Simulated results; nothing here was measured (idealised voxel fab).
The process module presented herein is designated voxel fin reveal.
FYI the section here is cut, 270 nm wide, cells are 5 nm squares.
This document writes a cross-section as a grid whose cells are square, and gives it as bands, listed from the top down; one or more rows of cells form a band. Within each band entry, the heights of the top and of the bottom of the band appear first, in that order and in nm; the materials of the band then follow from left to right, each with its corresponding width in nm. The designation "all across" on a single material indicates that it fills the band from edge to edge; the designation "air" indicates empty space. Height datum 0, below which the as-received substrate wafer is one material. Lowest band open at the bottom, running downward: "z 0 and below". Note: "30 to 40" means the width goes from the first number (top row of the band) to the second number (bottom row) in equal steps per row of cells. "no change occurred" -> step changed no cross-section cell. Voids not open to the top, 8 cells minimum: see "Non-vented voids". Written width x height at distance; distance is from the left edge; nm. after a step's settings: what the simulator itself notes on the step. Steps that use a mask can have "overlay nm" on their line. It says how far the mask sat to the right of where it was meant to be. Negative means to the left.
**List of planned process steps**
step 1: RECEIVE [material Si]
step 2: CONFORMAL_DEP [material SiN] [thk nm 5]
step 3: PATTERN [tone cover] [mask id FINS] [material resist] [width nm 15] [pitch nm 40] [thk nm 15] [overlay nm 0]
step 4: DIRECTIONAL_ETCH [etch materials SiN] [depth nm 5]
step 5: DIRECTIONAL_ETCH [etch materials Si] [depth nm 40]
step 6: STRIP [etch materials resist]
step 7: OXIDIZE [depth nm 5]
step 8: FILL_DEP [material SiO2] [thk nm 10]
step 9: CMP [height nm 5]
step 10: SELECTIVE_ETCH [etch materials SiO2] [depth nm 30]
step 11: STRIP [etch materials SiN]
**first wafer, as planned**
**Cross-section of the wafer at receipt, which is the condition after step 1**
  z 0 and below  Si all across
  Non-vented voids: none
**The following cross-section depicts the wafer upon completion of step 2**
  z 5 to 0  SiN all across
  Below 0, the layers are the same as they were.
**The following cross-section depicts the wafer upon completion of step 3**
  z 20 to 5  65 air | 15 resist | 25 air | 15 resist | 25 air | 15 resist | 25 air | 15 resist | 70 air
  Below 5, the layers are the same as they were.
**The following cross-section depicts the wafer upon completion of step 4**
  z 20 to 5  65 air | 15 resist | 25 air | 15 resist | 25 air | 15 resist | 25 air | 15 resist | 70 air
  z 5 to 0  65 air | 15 SiN | 25 air | 15 SiN | 25 air | 15 SiN | 25 air | 15 SiN | 70 air
  Below 0, the layers are the same as they were.
**The following cross-section depicts the wafer upon completion of step 5**
  z 20 to 5  65 air | 15 resist | 25 air | 15 resist | 25 air | 15 resist | 25 air | 15 resist | 70 air
  z 5 to 0  65 air | 15 SiN | 25 air | 15 SiN | 25 air | 15 SiN | 25 air | 15 SiN | 70 air
  z 0 to -40  65 air | 15 Si | 25 air | 15 Si | 25 air | 15 Si | 25 air | 15 Si | 70 air
  Below -40, the layers are the same as they were.
**The following cross-section depicts the wafer upon completion of step 6**
  z 5 to 0  65 air | 15 SiN | 25 air | 15 SiN | 25 air | 15 SiN | 25 air | 15 SiN | 70 air
  Below 0, the layers are the same as they were.
**The following cross-section depicts the wafer upon completion of step 7**
  z 5 to 0  65 air | 15 SiN | 25 air | 15 SiN | 25 air | 15 SiN | 25 air | 15 SiN | 70 air
  z 0 to -40  65 air | 5 SiO2 | 5 Si | 5 SiO2 | 25 air | 5 SiO2 | 5 Si | 5 SiO2 | 25 air | 5 SiO2 | 5 Si | 5 SiO2 | 25 air | 5 SiO2 | 5 Si | 5 SiO2 | 70 air
  z -40 to -45  70 SiO2 | 5 Si | 35 SiO2 | 5 Si | 35 SiO2 | 5 Si | 35 SiO2 | 5 Si | 75 SiO2
  Below -45, the layers are the same as they were.
**The following cross-section depicts the wafer upon completion of step 8**
  z 15 to 5  SiO2 all across
  z 5 to 0  65 SiO2 | 15 SiN | 25 SiO2 | 15 SiN | 25 SiO2 | 15 SiN | 25 SiO2 | 15 SiN | 70 SiO2
  z 0 to -45  70 SiO2 | 5 Si | 35 SiO2 | 5 Si | 35 SiO2 | 5 Si | 35 SiO2 | 5 Si | 75 SiO2
  Below -45, the layers are the same as they were.
**The following cross-section depicts the wafer upon completion of step 9**
  z 5 to 0  65 SiO2 | 15 SiN | 25 SiO2 | 15 SiN | 25 SiO2 | 15 SiN | 25 SiO2 | 15 SiN | 70 SiO2
  Below 0, the layers are the same as they were.
**The following cross-section depicts the wafer upon completion of step 10**
  z 5 to 0  65 air | 15 SiN | 25 air | 15 SiN | 25 air | 15 SiN | 25 air | 15 SiN | 70 air
  z 0 to -25  70 air | 5 Si | 35 air | 5 Si | 35 air | 5 Si | 35 air | 5 Si | 75 air
  Below -25, the layers are the same as they were.
**The following cross-section depicts the wafer upon completion of step 11**
  z 0 to -25  70 air | 5 Si | 35 air | 5 Si | 35 air | 5 Si | 35 air | 5 Si | 75 air
  Below -25, the layers are the same as they were.
**The second wafer began exactly as the first did and followed the same plan, but one mistake was made while running it; through step 9 inclusive, the two wafers are identical**
**Second wafer, cross-section, planned end of step 10**
  z 5 to 0  65 air | 15 SiN | 25 air | 15 SiN | 25 air | 15 SiN | 25 air | 15 SiN | 70 air
  z 0 to -45  70 air | 5 Si | 35 air | 5 Si | 35 air | 5 Si | 35 air | 5 Si | 75 air
  Below -45, the layers are the same as they were.
**Second wafer, cross-section, planned end of step 11**
  z 0 to -45  70 air | 5 Si | 35 air | 5 Si | 35 air | 5 Si | 35 air | 5 Si | 75 air
  Below -45, the layers are the same as they were.
Error vs. plan: step 10 of the plan saw execution twice
End check, counted in cells, second wafer has more or fewer of these materials than the first: SiO2: 200 fewer
